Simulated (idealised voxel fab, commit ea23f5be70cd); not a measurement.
Process module heading - voxel gate over fins
Pictured: cross-section cut, 215 nm wide, on a grid of 5 nm square cells.
Format of a cross-section: grid, square cells. Given as bands. Order: top down. Band: one or more rows of cells.
Basically the band line says how high the top is and how high the bottom is, in nm, and then what's in it from left to right, every material with its width in nm. Empty space shows up as "empty", and if a single material carries "everywhere" it runs the full band edge to edge.
Height is counted from the level 0, under which the received wafer is composed throughout of one material. The lowest of the bands is not closed at the bottom but continues downward, in the notation "0 and below".
The expression "30->40" gives the width at the extremes of the band, the first number at its top row of cells and the second at its bottom row, with the width changing by equal amounts from each row to the next in between.
Where a step carries "nothing altered", the cross-section came out of it unchanged, cell for cell.
Look at "Enclosed internal cavities" for the closed voids: empty spaces with no open path to the top, sized 8 cells or up. Each is width x height at distance, distance from the left edge, all nm.
Note: text after step settings on the step line = simulator remark on that step.
Each step line may optionally specify "overlay nm", which for a step with a mask gives the rightward distance between the mask's planned place and where it lay, a negative value indicating the leftward direction.

### These are the steps we planned for the process
- 1: RECEIVE (material Si)
- 2: CONFORMAL_DEP (material SiN; thk nm 10)
- 3: DIRECTIONAL_DEP (material aC; thk nm 10)
- 4: PATTERN (tone cover; mask id FINS; material resist; width nm 15; pitch nm 40; thk nm 30; overlay nm 0)
- 5: DIRECTIONAL_ETCH (etch materials aC; depth nm 10)
- 6: STRIP (etch materials resist)
- 7: DIRECTIONAL_ETCH (etch materials SiN; depth nm 10)
- 8: DIRECTIONAL_ETCH (etch materials Si; depth nm 30)
- 9: STRIP (etch materials aC)
- 10: OXIDIZE (depth nm 5)
- 11: FILL_DEP (material SiO2; thk nm 5)
- 12: CMP (height nm 10)
- 13: SELECTIVE_ETCH (etch materials SiO2; depth nm 20)
- 14: STRIP (etch materials SiN)
- 15: CONFORMAL_DEP (material HfO2; thk nm 5)
- 16: CONFORMAL_DEP (material TiN; thk nm 5)
- 17: FILL_DEP (material W; thk nm 10)
- 18: CMP (height nm 15)
- 19: CONFORMAL_DEP (material SiCN; thk nm 5)

### First of two wafers - as planned

### The cross-section here shows the wafer as received, i.e. in its state after step 1
- 0 and below | Si everywhere
- Enclosed internal cavities: none

### Cross-section of the wafer after step 2
- 10 down to 0 | SiN everywhere
- Under the height 0 nothing was changed.

### Cross-section of the wafer after step 3
- 20 down to 10 | aC everywhere
- Under the height 10 nothing was changed.

### Cross-section of the wafer after step 4
- 50 down to 20 | empty 60; resist 15; empty 25; resist 15; empty 25; resist 15; empty 60
- Under the height 20 nothing was changed.

### Cross-section of the wafer after step 5
- 40 down to 20 | empty 60; resist 15; empty 25; resist 15; empty 25; resist 15; empty 60
- 20 down to 10 | empty 60; aC 15; empty 25; aC 15; empty 25; aC 15; empty 60
- Under the height 10 nothing was changed.

### Cross-section of the wafer after step 6
- 20 down to 10 | empty 60; aC 15; empty 25; aC 15; empty 25; aC 15; empty 60
- Under the height 10 nothing was changed.

### Cross-section of the wafer after step 7
- 20 down to 10 | empty 60; aC 15; empty 25; aC 15; empty 25; aC 15; empty 60
- 10 down to 0 | empty 60; SiN 15; empty 25; SiN 15; empty 25; SiN 15; empty 60
- Under the height 0 nothing was changed.

### Cross-section of the wafer after step 8
- 20 down to 10 | empty 60; aC 15; empty 25; aC 15; empty 25; aC 15; empty 60
- 10 down to 0 | empty 60; SiN 15; empty 25; SiN 15; empty 25; SiN 15; empty 60
- 0 down to -30 | empty 60; Si 15; empty 25; Si 15; empty 25; Si 15; empty 60
- Under the height -30 nothing was changed.

### Cross-section of the wafer after step 9
- 10 down to 0 | empty 60; SiN 15; empty 25; SiN 15; empty 25; SiN 15; empty 60
- Under the height 0 nothing was changed.

### Cross-section of the wafer after step 10
- 10 down to 0 | empty 60; SiN 15; empty 25; SiN 15; empty 25; SiN 15; empty 60
- 0 down to -30 | empty 60; SiO2 5; Si 5; SiO2 5; empty 25; SiO2 5; Si 5; SiO2 5; empty 25; SiO2 5; Si 5; SiO2 5; empty 60
- -30 down to -35 | SiO2 65; Si 5; SiO2 35; Si 5; SiO2 35; Si 5; SiO2 65
- Under the height -35 nothing was changed.

### Cross-section of the wafer after step 11
- 15 down to 10 | SiO2 everywhere
- 10 down to 0 | SiO2 60; SiN 15; SiO2 25; SiN 15; SiO2 25; SiN 15; SiO2 60
- 0 down to -35 | SiO2 65; Si 5; SiO2 35; Si 5; SiO2 35; Si 5; SiO2 65
- Under the height -35 nothing was changed.

### Cross-section of the wafer after step 12
- 10 down to 0 | SiO2 60; SiN 15; SiO2 25; SiN 15; SiO2 25; SiN 15; SiO2 60
- Under the height 0 nothing was changed.

### Cross-section of the wafer after step 13
- 10 down to 0 | empty 60; SiN 15; empty 25; SiN 15; empty 25; SiN 15; empty 60
- 0 down to -10 | empty 65; Si 5; empty 35; Si 5; empty 35; Si 5; empty 65
- Under the height -10 nothing was changed.

### Cross-section of the wafer after step 14
- 0 down to -10 | empty 65; Si 5; empty 35; Si 5; empty 35; Si 5; empty 65
- Under the height -10 nothing was changed.

### Cross-section of the wafer after step 15
- 5 down to 0 | empty 60; HfO2 15; empty 25; HfO2 15; empty 25; HfO2 15; empty 60
- 0 down to -5 | empty 60; HfO2 5; Si 5; HfO2 5; empty 25; HfO2 5; Si 5; HfO2 5; empty 25; HfO2 5; Si 5; HfO2 5; empty 60
- -5 down to -10 | HfO2 65; Si 5; HfO2 35; Si 5; HfO2 35; Si 5; HfO2 65
- Under the height -10 nothing was changed.

### Cross-section of the wafer after step 16
- 10 down to 5 | empty 55; TiN 25; empty 15; TiN 25; empty 15; TiN 25; empty 55
- 5 down to 0 | empty 55; TiN 5; HfO2 15; TiN 5; empty 15; TiN 5; HfO2 15; TiN 5; empty 15; TiN 5; HfO2 15; TiN 5; empty 55
- 0 down to -5 | TiN 60; HfO2 5; Si 5; HfO2 5; TiN 25; HfO2 5; Si 5; HfO2 5; TiN 25; HfO2 5; Si 5; HfO2 5; TiN 60
- Under the height -5 nothing was changed.

### Cross-section of the wafer after step 17
- 20 down to 10 | W everywhere
- 10 down to 5 | W 55; TiN 25; W 15; TiN 25; W 15; TiN 25; W 55
- 5 down to 0 | W 55; TiN 5; HfO2 15; TiN 5; W 15; TiN 5; HfO2 15; TiN 5; W 15; TiN 5; HfO2 15; TiN 5; W 55
- Under the height 0 nothing was changed.

### Cross-section of the wafer after step 18
- 15 down to 10 | W everywhere
- Under the height 10 nothing was changed.

### Cross-section of the wafer after step 19
- 20 down to 15 | SiCN everywhere
- Under the height 15 nothing was changed.

### Companion wafer, the second of two: same beginning, same intended sequence, one mistake in carrying it out; through step 13 inclusive it tracks the first exactly

### Cross-section of the second wafer corresponding to the planned conclusion of step 14
- 10 down to 0 | empty 60; SiN 15; empty 25; SiN 15; empty 25; SiN 15; empty 60
- 0 down to -35 | empty 65; Si 5; empty 35; Si 5; empty 35; Si 5; empty 65
- Under the height -35 nothing was changed.

### Cross-section of the second wafer corresponding to the planned conclusion of step 15
- 15 down to 10 | empty 55; HfO2 25; empty 15; HfO2 25; empty 15; HfO2 25; empty 55
- 10 down to 0 | empty 55; HfO2 5; SiN 15; HfO2 5; empty 15; HfO2 5; SiN 15; HfO2 5; empty 15; HfO2 5; SiN 15; HfO2 5; empty 55
- 0 down to -5 | empty 55; HfO2 10; Si 5; HfO2 10; empty 15; HfO2 10; Si 5; HfO2 10; empty 15; HfO2 10; Si 5; HfO2 10; empty 55
- -5 down to -30 | empty 60; HfO2 5; Si 5; HfO2 5; empty 25; HfO2 5; Si 5; HfO2 5; empty 25; HfO2 5; Si 5; HfO2 5; empty 60
- -30 down to -35 | HfO2 65; Si 5; HfO2 35; Si 5; HfO2 35; Si 5; HfO2 65
- Under the height -35 nothing was changed.

### Cross-section of the second wafer corresponding to the planned conclusion of step 16
- 20 down to 15 | empty 50; TiN 35; empty 5; TiN 35; empty 5; TiN 35; empty 50
- 15 down to 10 | empty 50; TiN 5; HfO2 25; TiN 5; empty 5; TiN 5; HfO2 25; TiN 5; empty 5; TiN 5; HfO2 25; TiN 5; empty 50
- 10 down to 0 | empty 50; TiN 5; HfO2 5; SiN 15; HfO2 5; TiN 5; empty 5; TiN 5; HfO2 5; SiN 15; HfO2 5; TiN 5; empty 5; TiN 5; HfO2 5; SiN 15; HfO2 5; TiN 5; empty 50
- 0 down to -10 | empty 50; TiN 5->10; HfO2 10->5; Si 5; HfO2 10->5; TiN 5->10; empty 5; TiN 5->10; HfO2 10->5; Si 5; HfO2 10->5; TiN 5->10; empty 5; TiN 5->10; HfO2 10->5; Si 5; HfO2 10->5; TiN 5->10; empty 50
- -10 down to -25 | empty 55; TiN 5; HfO2 5; Si 5; HfO2 5; TiN 5; empty 15; TiN 5; HfO2 5; Si 5; HfO2 5; TiN 5; empty 15; TiN 5; HfO2 5; Si 5; HfO2 5; TiN 5; empty 55
- -25 down to -30 | TiN 60; HfO2 5; Si 5; HfO2 5; TiN 25; HfO2 5; Si 5; HfO2 5; TiN 25; HfO2 5; Si 5; HfO2 5; TiN 60
- Under the height -30 nothing was changed.

### Cross-section of the second wafer corresponding to the planned conclusion of step 17
- 30 down to 20 | W everywhere
- 20 down to 15 | W 50; TiN 35; W 5; TiN 35; W 5; TiN 35; W 50
- 15 down to 10 | W 50; TiN 5; HfO2 25; TiN 5; W 5; TiN 5; HfO2 25; TiN 5; W 5; TiN 5; HfO2 25; TiN 5; W 50
- 10 down to 0 | W 50; TiN 5; HfO2 5; SiN 15; HfO2 5; TiN 5; W 5; TiN 5; HfO2 5; SiN 15; HfO2 5; TiN 5; W 5; TiN 5; HfO2 5; SiN 15; HfO2 5; TiN 5; W 50
- 0 down to -10 | W 50; TiN 5->10; HfO2 10->5; Si 5; HfO2 10->5; TiN 5->10; W 5; TiN 5->10; HfO2 10->5; Si 5; HfO2 10->5; TiN 5->10; W 5; TiN 5->10; HfO2 10->5; Si 5; HfO2 10->5; TiN 5->10; W 50
- -10 down to -15 | W 55; TiN 5; HfO2 5; Si 5; HfO2 5; TiN 5; W 15; TiN 5; HfO2 5; Si 5; HfO2 5; TiN 5; W 15; TiN 5; HfO2 5; Si 5; HfO2 5; TiN 5; W 55
- -15 down to -20 | W 55; TiN 5; HfO2 5; Si 5; HfO2 5; TiN 5; W 5; empty 5; W 5; TiN 5; HfO2 5; Si 5; HfO2 5; TiN 5; W 5; empty 5; W 5; TiN 5; HfO2 5; Si 5; HfO2 5; TiN 5; W 55
- -20 down to -25 | W 55; TiN 5; HfO2 5; Si 5; HfO2 5; TiN 5; W 15; TiN 5; HfO2 5; Si 5; HfO2 5; TiN 5; W 15; TiN 5; HfO2 5; Si 5; HfO2 5; TiN 5; W 55
- Under the height -25 nothing was changed.

### Cross-section of the second wafer corresponding to the planned conclusion of step 18
- 15 down to 10 | W 50; TiN 5; HfO2 25; TiN 5; W 5; TiN 5; HfO2 25; TiN 5; W 5; TiN 5; HfO2 25; TiN 5; W 50
- Under the height 10 nothing was changed.

### Cross-section of the second wafer corresponding to the planned conclusion of step 19
- 20 down to 15 | SiCN everywhere
- Under the height 15 nothing was changed.
The plan and the run diverged here: step 14 changed vs plan, executed as STRIP (etch materials SiO2)
Final difference in cells, second wafer against first, listed per material as more or fewer: +54 HfO2; +18 SiN; -200 SiO2; +33 TiN; +93 W
